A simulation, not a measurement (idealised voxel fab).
voxel gate over fins: a process module
Section shown: cut. Width: 285 nm. Cell size: 5 nm, square.
We lay out every cross-section as a grid of square cells and spell it out in bands from the top down, where one band means one or more rows of cells.
First you get the band's top height and its bottom height, in nm, and then the materials it's made of, left to right, with each width in nm. If you see a single material with "edge to edge", that one covers the band edge to edge. "blank" is empty space.
Height 0 is the level under which the wafer as received is all one material. The lowest band goes on downwards, as in "top 0, no bottom".
The width entry "30->40" should be interpreted row by row: the top row of cells in the band takes the first number, the bottom row takes the second number, and the change between adjacent rows is uniform throughout.
No cell of the cross-section changed in a step that is given as "remained unchanged".
In the "Voids, fully enclosed" entry, you get each enclosed empty space of 8 cells or more, one with no open way to the top, written width x height at distance, distance from the left edge, in nm.
Post-settings text on a step line: simulator's own remark regarding the step.
overlay nm: mask right of planned place by this much (step with mask). Neg. = left.

This section lists the process steps that were planned:
1: RECEIVE,material Si
2: CONFORMAL_DEP,material SiN,thk nm 10
3: MASKED_ETCH,tone cover,mask id FINS,width nm 15,pitch nm 60,etch materials SiN,depth nm 10,overlay nm 0
4: MASKED_ETCH,tone cover,mask id FINS,width nm 15,pitch nm 60,etch materials Si,depth nm 35,overlay nm 0
5: OXIDIZE,depth nm 5
6: FILL_DEP,material SiO2,thk nm 10
7: CMP,height nm 10
8: PATTERN,tone open,mask id RAIL,material resist,width nm 15,thk nm 20,overlay nm 0
9: DIRECTIONAL_ETCH,etch materials SiO2,depth nm 40
10: STRIP,etch materials resist
11: CONFORMAL_DEP,material TiN,thk nm 5
12: FILL_DEP,material W,thk nm 10
13: CMP,height nm 10
14: SELECTIVE_ETCH,etch materials W Ru TiN,depth nm 35
15: FILL_DEP,material SiO2,thk nm 5
16: CMP,height nm 10
17: SELECTIVE_ETCH,etch materials SiO2,depth nm 25
18: STRIP,etch materials SiN
19: CONFORMAL_DEP,material HfO2,thk nm 5
20: CONFORMAL_DEP,material TiN,thk nm 5
21: CONFORMAL_DEP,material TiAl,thk nm 5
22: CONFORMAL_DEP,material TiN,thk nm 5
23: FILL_DEP,material W,thk nm 10
24: CMP,height nm 25
25: CONFORMAL_DEP,material SiCN,thk nm 10

Wafer at receipt (post step 1), cross-section:
- top 0, no bottom | Si edge to edge
- Voids, fully enclosed: none

a wafer at the end: this start, this plan, one mistake:
- top 35, bottom 25 | SiCN edge to edge
- top 25, bottom 15 | W edge to edge
- top 15, bottom 10 | 95 W | 35 TiN | 25 W | 35 TiN | 95 W
- top 10, bottom 5 | 95 W | 5 TiN | 25 TiAl | 5 TiN | 25 W | 5 TiN | 25 TiAl | 5 TiN | 95 W
- top 5, bottom 0 | 95 W | 5 TiN | 5 TiAl | 15 TiN | 5 TiAl | 5 TiN | 25 W | 5 TiN | 5 TiAl | 15 TiN | 5 TiAl | 5 TiN | 95 W
- top 0, bottom -5 | 100 TiN | 5 TiAl | 5 TiN | 5 Si | 5 TiN | 5 TiAl | 35 TiN | 5 TiAl | 5 TiN | 5 Si | 5 TiN | 5 TiAl | 100 TiN
- top -5, bottom -10 | 105 TiAl | 5 TiN | 5 Si | 5 TiN | 45 TiAl | 5 TiN | 5 Si | 5 TiN | 105 TiAl
- top -10, bottom -15 | 110 TiN | 5 Si | 55 TiN | 5 Si | 110 TiN
- top -15, bottom -25 | 110 SiO2 | 5 Si | 55 SiO2 | 5 Si | 110 SiO2
- top -25, bottom -30 | 110 SiO2 | 5 Si | 20 SiO2 | 15 TiN | 20 SiO2 | 5 Si | 110 SiO2
- top -30, bottom -40 | 110 SiO2 | 5 Si | 55 SiO2 | 5 Si | 110 SiO2
- top -40, no bottom | Si edge to edge
- Voids, fully enclosed: none
Want to know what went wrong? step 19 in the plan did not get run; it was skipped
